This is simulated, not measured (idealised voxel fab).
Module name: voxel ribs on slabs (process module)
The figure presents cross-section cut, which has a width of 210 nm and is divided into square cells with an edge length of 5 nm.
Throughout this document, each cross-section is represented as a grid of square cells and is presented as a sequence of bands enumerated from the top downward, where a band comprises one or more rows of cells.
Heights first: top, then bottom, in nm. Then materials, left to right, each with a width in nm. "full width" on a single material: fills the band edge to edge. "blank": empty space.
Zero point of the height axis is 0; under it, received wafer = one material. Lowest band: continues down indefinitely, "0 nm and below".
Width "30 to 40": first value at the band's top row of cells, second value at its bottom row, equal change from row to row.
"same as before" for a step: no cell of the cross-section changed in that step.
Entry "Closed void entries" = empty spaces >= 8 cells with no open way to the top; each as width x height at distance, distance from left edge, all nm.
Past the settings on a step's line: simulator remark, on that step.
"overlay nm" on a masked step: distance the mask lay right of its planned place, negative for left.
So here's the lineup of process steps we planned:
1: RECEIVE (material Si)
2: DIRECTIONAL_DEP (material SiO2; thk nm 25)
3: DIRECTIONAL_DEP (material SiN; thk nm 25)
4: MASKED_ETCH (tone cover; mask id RIB; width nm 15; etch materials SiN; depth nm 10; overlay nm 0)
5: PATTERN (tone cover; mask id SLAB; material resist; width nm 65; thk nm 15; overlay nm 0)
6: DIRECTIONAL_ETCH (etch materials SiN; depth nm 15)
7: STRIP (etch materials resist)
8: FILL_DEP (material SiO2; thk nm 25)
9: CMP (height nm 70)
10: DIRECTIONAL_DEP (material TiN; thk nm 5)
11: PATTERN (tone cover; mask id HEATER; material resist; width nm 25; thk nm 20; overlay nm 0)
12: DIRECTIONAL_ETCH (etch materials TiN; depth nm 5)
13: STRIP (etch materials resist)
14: CONFORMAL_DEP (material SiN; thk nm 10)
As received, after step 1:
	0 nm and below: Si full width
	Closed void entries: none
This is how the wafer looks in cross-section once the module is done, given the starting state and plan above and one mistake in carrying the plan out:
	75 nm to 70 nm: 90 nm blank, 25 nm TiN, 95 nm blank
	70 nm to 50 nm: SiO2 full width
	50 nm to 40 nm: 95 nm SiO2, 15 nm SiN, 100 nm SiO2
	40 nm to 25 nm: 70 nm SiO2, 65 nm SiN, 75 nm SiO2
	25 nm to 0 nm: SiO2 full width
	0 nm and below: Si full width
	Closed void entries: none
What was the processing mistake? plan step 14: skipped, not run
